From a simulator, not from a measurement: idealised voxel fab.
process module | voxel capacitor over wiring
cross-section cut | 160 nm wide | cells 5 nm
A cross-section is a grid of square cells, given in bands from the top down. A band is one or more rows of cells.
Each band's line starts with the height of the band's top and of its bottom, in nm. Then come its materials from left to right, each with its width in nm. One material with "throughout" fills the band from edge to edge. "air" is empty space.
Height 0 is the level under which the wafer as received is all one material. The lowest band goes on downwards, as in "0 down".
A width such as "30 to 40" changes by the same amount from each row of cells to the next, from the band's top row to its bottom row.
"no change" after a step means that no cell of the cross-section changed.
closed voids: empty space of 8 cells or more with no open way to the top, each as width x height at its distance from the left edge, in nm
after a step's settings: what the simulator itself notes on the step
overlay nm, on a step with a mask: how far to the right of its planned place the mask lay; to the left if negative
plan
1 op RECEIVE | material Si
2 op CONFORMAL_DEP | material SiO2 | thk nm 10
3 op DIRECTIONAL_DEP | material TiN | thk nm 5
4 op DIRECTIONAL_DEP | material Ru | thk nm 15
5 op MASKED_ETCH | tone cover | mask id METAL_1 | width nm 20 | pitch nm 90 | etch materials Ru | depth nm 15 | overlay nm 0
6 op MASKED_ETCH | tone cover | mask id METAL_1 | width nm 20 | pitch nm 90 | etch materials TiN | depth nm 5 | overlay nm 0
7 op CONFORMAL_DEP | material SiN | thk nm 5
8 op FILL_DEP | material lowk | thk nm 5
9 op CMP | height nm 30
10 op CONFORMAL_DEP | material SiCN | thk nm 5
11 op DIRECTIONAL_DEP | material lowk | thk nm 20
12 op DIRECTIONAL_DEP | material aC | thk nm 10
13 op PATTERN | tone open | mask id PLUG_1 | material resist | width nm 15 | thk nm 25 | overlay nm 0
14 op DIRECTIONAL_ETCH | etch materials aC | depth nm 10
15 op STRIP | etch materials resist
16 op DIRECTIONAL_ETCH | etch materials lowk | depth nm 20
17 op DIRECTIONAL_ETCH | etch materials SiCN | depth nm 5
18 op STRIP | etch materials aC
19 op EPI | material Ru | thk nm 10
20 op EPI | material Ru | thk nm 10
21 op EPI | material Ru | thk nm 5
22 op DIRECTIONAL_DEP | material TiN | thk nm 10
23 op DIRECTIONAL_DEP | material Al2O3 | thk nm 5
24 op DIRECTIONAL_DEP | material TiN | thk nm 10
25 op MASKED_ETCH | tone cover | mask id UPPER_PLATE | width nm 75 | etch materials TiN | depth nm 10 | overlay nm 0
26 op MASKED_ETCH | tone cover | mask id UPPER_PLATE | width nm 75 | etch materials Al2O3 | depth nm 5 | overlay nm 0
27 op DIRECTIONAL_DEP | material aC | thk nm 15
28 op PATTERN | tone cover | mask id LOWER_PLATE | material resist | width nm 85 | thk nm 35 | overlay nm 0
29 op DIRECTIONAL_ETCH | etch materials aC | depth nm 15
30 op STRIP | etch materials resist
31 op DIRECTIONAL_ETCH | etch materials TiN | depth nm 10
32 op STRIP | etch materials aC
33 op FILL_DEP | material SiO2 | thk nm 20
34 op CMP | height nm 95
35 op PATTERN | tone open | mask id PLUG_2 | material resist | width nm 15 | thk nm 20 | overlay nm 0
36 op DIRECTIONAL_ETCH | etch materials SiO2 | depth nm 15
37 op STRIP | etch materials resist
38 op CONFORMAL_DEP | material TiN | thk nm 5
39 op FILL_DEP | material Cu | thk nm 5
40 op CMP | height nm 95
41 op CONFORMAL_DEP | material SiCN | thk nm 5
first wafer, as planned
as received, after step 1
  0 down: Si throughout
  closed voids: none
after step 2
  10 to 0: SiO2 throughout
  below 0: unchanged
after step 3
  15 to 10: TiN throughout
  below 10: unchanged
after step 4
  30 to 15: Ru throughout
  below 15: unchanged
after step 5
  30 to 15: air 25 | Ru 20 | air 70 | Ru 20 | air 25
  below 15: unchanged
after step 6
  30 to 15: air 25 | Ru 20 | air 70 | Ru 20 | air 25
  15 to 10: air 25 | TiN 20 | air 70 | TiN 20 | air 25
  below 10: unchanged
after step 7
  35 to 30: air 20 | SiN 30 | air 60 | SiN 30 | air 20
  30 to 15: air 20 | SiN 5 | Ru 20 | SiN 5 | air 60 | SiN 5 | Ru 20 | SiN 5 | air 20
  15 to 10: SiN 25 | TiN 20 | SiN 70 | TiN 20 | SiN 25
  below 10: unchanged
after step 8
  40 to 35: lowk throughout
  35 to 30: lowk 20 | SiN 30 | lowk 60 | SiN 30 | lowk 20
  30 to 15: lowk 20 | SiN 5 | Ru 20 | SiN 5 | lowk 60 | SiN 5 | Ru 20 | SiN 5 | lowk 20
  below 15: unchanged
after step 9
  30 to 15: lowk 20 | SiN 5 | Ru 20 | SiN 5 | lowk 60 | SiN 5 | Ru 20 | SiN 5 | lowk 20
  below 15: unchanged
after step 10
  35 to 30: SiCN throughout
  below 30: unchanged
after step 11
  55 to 35: lowk throughout
  below 35: unchanged
after step 12
  65 to 55: aC throughout
  below 55: unchanged
after step 13
  90 to 65: resist 30 | air 15 | resist 115
  below 65: unchanged
after step 14
  80 to 65: resist 30 | air 15 | resist 115
  65 to 55: aC 30 | air 15 | aC 115
  below 55: unchanged
after step 15
  65 to 55: aC 30 | air 15 | aC 115
  below 55: unchanged
after step 16
  65 to 55: aC 30 | air 15 | aC 115
  55 to 35: lowk 30 | air 15 | lowk 115
  below 35: unchanged
after step 17
  65 to 55: aC 30 | air 15 | aC 115
  55 to 35: lowk 30 | air 15 | lowk 115
  35 to 30: SiCN 30 | air 15 | SiCN 115
  below 30: unchanged
after step 18
  55 to 35: lowk 30 | air 15 | lowk 115
  below 35: unchanged
after step 19
  55 to 40: lowk 30 | air 15 | lowk 115
  40 to 35: lowk 30 | Ru 15 | lowk 115
  35 to 30: SiCN 30 | Ru 15 | SiCN 115
  below 30: unchanged
after step 20
  55 to 50: lowk 30 | air 15 | lowk 115
  50 to 35: lowk 30 | Ru 15 | lowk 115
  below 35: unchanged
after step 21
  55 to 35: lowk 30 | Ru 15 | lowk 115
  below 35: unchanged
after step 22
  65 to 55: TiN throughout
  below 55: unchanged
after step 23
  70 to 65: Al2O3 throughout
  below 65: unchanged
after step 24
  80 to 70: TiN throughout
  below 70: unchanged
after step 25
  80 to 70: air 30 | TiN 75 | air 55
  below 70: unchanged
after step 26
  80 to 70: air 30 | TiN 75 | air 55
  70 to 65: air 30 | Al2O3 75 | air 55
  below 65: unchanged
after step 27
  95 to 80: air 30 | aC 75 | air 55
  80 to 70: aC 30 | TiN 75 | aC 55
  70 to 65: aC 30 | Al2O3 75 | aC 55
  below 65: unchanged
after step 28
  130 to 95: air 25 | resist 85 | air 50
  95 to 80: air 25 | resist 5 | aC 75 | resist 5 | air 50
  below 80: unchanged
after step 29
  115 to 95: air 25 | resist 85 | air 50
  95 to 80: air 25 | resist 5 | aC 75 | resist 5 | air 50
  80 to 70: air 25 | aC 5 | TiN 75 | aC 5 | air 50
  70 to 65: air 25 | aC 5 | Al2O3 75 | aC 5 | air 50
  below 65: unchanged
after step 30
  95 to 80: air 30 | aC 75 | air 55
  below 80: unchanged
after step 31
  95 to 80: air 30 | aC 75 | air 55
  80 to 70: air 25 | aC 5 | TiN 75 | aC 5 | air 50
  70 to 65: air 25 | aC 5 | Al2O3 75 | aC 5 | air 50
  65 to 55: air 25 | TiN 85 | air 50
  below 55: unchanged
after step 32
  80 to 70: air 30 | TiN 75 | air 55
  70 to 65: air 30 | Al2O3 75 | air 55
  below 65: unchanged
after step 33
  100 to 80: SiO2 throughout
  80 to 70: SiO2 30 | TiN 75 | SiO2 55
  70 to 65: SiO2 30 | Al2O3 75 | SiO2 55
  65 to 55: SiO2 25 | TiN 85 | SiO2 50
  below 55: unchanged
after step 34
  95 to 80: SiO2 throughout
  below 80: unchanged
after step 35
  115 to 95: resist 40 | air 15 | resist 105
  below 95: unchanged
after step 36
  115 to 95: resist 40 | air 15 | resist 105
  95 to 80: SiO2 40 | air 15 | SiO2 105
  below 80: unchanged
after step 37
  95 to 80: SiO2 40 | air 15 | SiO2 105
  below 80: unchanged
after step 38
  100 to 95: TiN 45 | air 5 | TiN 110
  95 to 85: SiO2 40 | TiN 5 | air 5 | TiN 5 | SiO2 105
  85 to 80: SiO2 40 | TiN 15 | SiO2 105
  below 80: unchanged
after step 39
  105 to 100: Cu throughout
  100 to 95: TiN 45 | Cu 5 | TiN 110
  95 to 85: SiO2 40 | TiN 5 | Cu 5 | TiN 5 | SiO2 105
  below 85: unchanged
after step 40
  95 to 85: SiO2 40 | TiN 5 | Cu 5 | TiN 5 | SiO2 105
  below 85: unchanged
after step 41
  100 to 95: SiCN throughout
  below 95: unchanged
second wafer: like start, like plan, one mistake. Through step 2 it matches the first wafer
when step 3 should have ended: no change
when step 4 should have ended
  25 to 10: Ru throughout
  below 10: unchanged
when step 5 should have ended
  25 to 10: air 25 | Ru 20 | air 70 | Ru 20 | air 25
  below 10: unchanged
when step 6 should have ended: no change
when step 7 should have ended
  30 to 25: air 20 | SiN 30 | air 60 | SiN 30 | air 20
  25 to 15: air 20 | SiN 5 | Ru 20 | SiN 5 | air 60 | SiN 5 | Ru 20 | SiN 5 | air 20
  15 to 10: SiN 25 | Ru 20 | SiN 70 | Ru 20 | SiN 25
  below 10: unchanged
when step 8 should have ended
  35 to 30: lowk throughout
  30 to 25: lowk 20 | SiN 30 | lowk 60 | SiN 30 | lowk 20
  25 to 15: lowk 20 | SiN 5 | Ru 20 | SiN 5 | lowk 60 | SiN 5 | Ru 20 | SiN 5 | lowk 20
  below 15: unchanged
when step 9 should have ended
  30 to 25: lowk 20 | SiN 30 | lowk 60 | SiN 30 | lowk 20
  below 25: unchanged
when step 10 should have ended
  35 to 30: SiCN throughout
  below 30: unchanged
when step 11 should have ended
  55 to 35: lowk throughout
  below 35: unchanged
when step 12 should have ended
  65 to 55: aC throughout
  below 55: unchanged
when step 13 should have ended
  90 to 65: resist 30 | air 15 | resist 115
  below 65: unchanged
when step 14 should have ended
  80 to 65: resist 30 | air 15 | resist 115
  65 to 55: aC 30 | air 15 | aC 115
  below 55: unchanged
when step 15 should have ended
  65 to 55: aC 30 | air 15 | aC 115
  below 55: unchanged
when step 16 should have ended
  65 to 55: aC 30 | air 15 | aC 115
  55 to 35: lowk 30 | air 15 | lowk 115
  below 35: unchanged
when step 17 should have ended
  65 to 55: aC 30 | air 15 | aC 115
  55 to 35: lowk 30 | air 15 | lowk 115
  35 to 30: SiCN 30 | air 15 | SiCN 115
  below 30: unchanged
when step 18 should have ended
  55 to 35: lowk 30 | air 15 | lowk 115
  below 35: unchanged
when step 19 should have ended: no change
when step 20 should have ended: no change
when step 21 should have ended: no change
when step 22 should have ended
  65 to 55: TiN 30 | air 15 | TiN 115
  55 to 40: lowk 30 | air 15 | lowk 115
  40 to 35: lowk 30 | TiN 15 | lowk 115
  35 to 30: SiCN 30 | TiN 15 | SiCN 115
  below 30: unchanged
when step 23 should have ended
  70 to 65: Al2O3 30 | air 15 | Al2O3 115
  65 to 55: TiN 30 | air 15 | TiN 115
  55 to 45: lowk 30 | air 15 | lowk 115
  45 to 40: lowk 30 | Al2O3 15 | lowk 115
  below 40: unchanged
when step 24 should have ended
  80 to 70: TiN 30 | air 15 | TiN 115
  70 to 65: Al2O3 30 | air 15 | Al2O3 115
  65 to 55: TiN 30 | air 15 | TiN 115
  55 to 45: lowk 30 | TiN 15 | lowk 115
  below 45: unchanged
when step 25 should have ended
  80 to 70: air 45 | TiN 60 | air 55
  below 70: unchanged
when step 26 should have ended
  80 to 70: air 45 | TiN 60 | air 55
  70 to 65: air 45 | Al2O3 60 | air 55
  below 65: unchanged
when step 27 should have ended
  95 to 80: air 45 | aC 60 | air 55
  80 to 70: aC 30 | air 15 | TiN 60 | aC 55
  70 to 65: aC 45 | Al2O3 60 | aC 55
  65 to 55: TiN 30 | aC 15 | TiN 115
  below 55: unchanged
when step 28 should have ended
  130 to 95: air 25 | resist 85 | air 50
  95 to 80: air 25 | resist 20 | aC 60 | resist 5 | air 50
  80 to 70: aC 30 | resist 15 | TiN 60 | aC 55
  below 70: unchanged
when step 29 should have ended
  115 to 95: air 25 | resist 85 | air 50
  95 to 80: air 25 | resist 20 | aC 60 | resist 5 | air 50
  80 to 70: air 25 | aC 5 | resist 15 | TiN 60 | aC 5 | air 50
  70 to 65: air 25 | aC 20 | Al2O3 60 | aC 5 | air 50
  below 65: unchanged
when step 30 should have ended
  95 to 80: air 45 | aC 60 | air 55
  80 to 70: air 25 | aC 5 | air 15 | TiN 60 | aC 5 | air 50
  below 70: unchanged
when step 31 should have ended
  95 to 80: air 45 | aC 60 | air 55
  80 to 70: air 25 | aC 5 | air 15 | TiN 60 | aC 5 | air 50
  70 to 65: air 25 | aC 20 | Al2O3 60 | aC 5 | air 50
  65 to 55: air 25 | TiN 5 | aC 15 | TiN 65 | air 50
  below 55: unchanged
when step 32 should have ended
  80 to 70: air 45 | TiN 60 | air 55
  70 to 65: air 45 | Al2O3 60 | air 55
  65 to 55: air 25 | TiN 5 | air 15 | TiN 65 | air 50
  below 55: unchanged
when step 33 should have ended
  100 to 80: SiO2 throughout
  80 to 70: SiO2 45 | TiN 60 | SiO2 55
  70 to 65: SiO2 45 | Al2O3 60 | SiO2 55
  65 to 55: SiO2 25 | TiN 5 | SiO2 15 | TiN 65 | SiO2 50
  below 55: unchanged
when step 34 should have ended
  95 to 80: SiO2 throughout
  below 80: unchanged
when step 35 should have ended
  115 to 95: resist 40 | air 15 | resist 105
  below 95: unchanged
when step 36 should have ended
  115 to 95: resist 40 | air 15 | resist 105
  95 to 80: SiO2 40 | air 15 | SiO2 105
  below 80: unchanged
when step 37 should have ended
  95 to 80: SiO2 40 | air 15 | SiO2 105
  below 80: unchanged
when step 38 should have ended
  100 to 95: TiN 45 | air 5 | TiN 110
  95 to 85: SiO2 40 | TiN 5 | air 5 | TiN 5 | SiO2 105
  85 to 80: SiO2 40 | TiN 15 | SiO2 105
  below 80: unchanged
when step 39 should have ended
  105 to 100: Cu throughout
  100 to 95: TiN 45 | Cu 5 | TiN 110
  95 to 85: SiO2 40 | TiN 5 | Cu 5 | TiN 5 | SiO2 105
  below 85: unchanged
when step 40 should have ended
  95 to 85: SiO2 40 | TiN 5 | Cu 5 | TiN 5 | SiO2 105
  below 85: unchanged
when step 41 should have ended
  100 to 95: SiCN throughout
  below 95: unchanged
what went wrong: step 3 was left out
at the end the second wafer has, in cells: 15 fewer of Ru | 8 more of SiN | 15 more of SiO2 | 8 fewer of TiN
